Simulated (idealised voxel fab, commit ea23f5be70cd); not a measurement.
process module | voxel self aligned vias
cross-section cut | 215 nm wide | cells 5 nm
A cross-section is a grid of square cells, given in bands from the top down. A band is one or more rows of cells.
Each band's line starts with the height of the band's top and of its bottom, in nm. Then come its materials from left to right, each with its width in nm. One material with "throughout" fills the band from edge to edge. "air" is empty space.
Height 0 is the level under which the wafer as received is all one material. The lowest band goes on downwards, as in "0 down".
A width such as "30 to 40" changes by the same amount from each row of cells to the next, from the band's top row to its bottom row.
"no change" after a step means that no cell of the cross-section changed.
closed voids: empty space of 8 cells or more with no open way to the top, each as width x height at its distance from the left edge, in nm
after a step's settings: what the simulator itself notes on the step
overlay nm, on a step with a mask: how far to the right of its planned place the mask lay; to the left if negative
plan
1 op RECEIVE | material Si
2 op CONFORMAL_DEP | material SiO2 | thk nm 10
3 op CONFORMAL_DEP | material SiCN | thk nm 5
4 op DIRECTIONAL_DEP | material lowk | thk nm 25
5 op PATTERN | tone open | mask id LINES | material resist | width nm 25 | pitch nm 55 | thk nm 20 | overlay nm 0
6 op DIRECTIONAL_ETCH | etch materials lowk | depth nm 25
7 op STRIP | etch materials resist
8 op CONFORMAL_DEP | material TiN | thk nm 5
9 op FILL_DEP | material W | thk nm 10
10 op CMP | height nm 40
11 op SELECTIVE_ETCH | etch materials W Ru TiN | depth nm 5
12 op FILL_DEP | material SiN | thk nm 5
13 op CMP | height nm 40
14 op DIRECTIONAL_DEP | material lowk | thk nm 20
15 op MASKED_ETCH | tone open | mask id VIAS | width nm 35 | pitch nm 110 | etch materials lowk | depth nm 20 | overlay nm 0
16 op MASKED_ETCH | tone open | mask id VIAS | width nm 35 | pitch nm 110 | etch materials SiN | depth nm 5 | overlay nm 0
17 op CONFORMAL_DEP | material TiN | thk nm 5
18 op FILL_DEP | material W | thk nm 10
19 op CMP | height nm 60
20 op CONFORMAL_DEP | material SiN | thk nm 5
as received, after step 1
  0 down: Si throughout
  closed voids: none
a wafer at the end: this start, this plan, one mistake
  65 to 60: SiN throughout
  60 to 45: lowk 35 | TiN 5 | W 25 | TiN 5 | lowk 75 | TiN 5 | W 25 | TiN 5 | lowk 35
  45 to 40: lowk 35 | TiN 35 | lowk 75 | TiN 35 | lowk 35
  40 to 35: SiN 35 | TiN 5 | lowk 25 | TiN 5 | SiN 25 | lowk 25 | SiN 25 | TiN 5 | lowk 25 | TiN 5 | SiN 35
  35 to 20: W 35 | TiN 5 | lowk 25 | TiN 5 | W 20 | TiN 5 | lowk 25 | TiN 5 | W 20 | TiN 5 | lowk 25 | TiN 5 | W 35
  20 to 15: TiN 40 | lowk 25 | TiN 30 | lowk 25 | TiN 30 | lowk 25 | TiN 40
  15 to 10: SiCN throughout
  10 to 0: SiO2 throughout
  0 down: Si throughout
  closed voids: none
what went wrong: step 5 ran as: op PATTERN | tone cover | mask id LINES | material resist | width nm 25 | pitch nm 55 | thk nm 20 | overlay nm 0
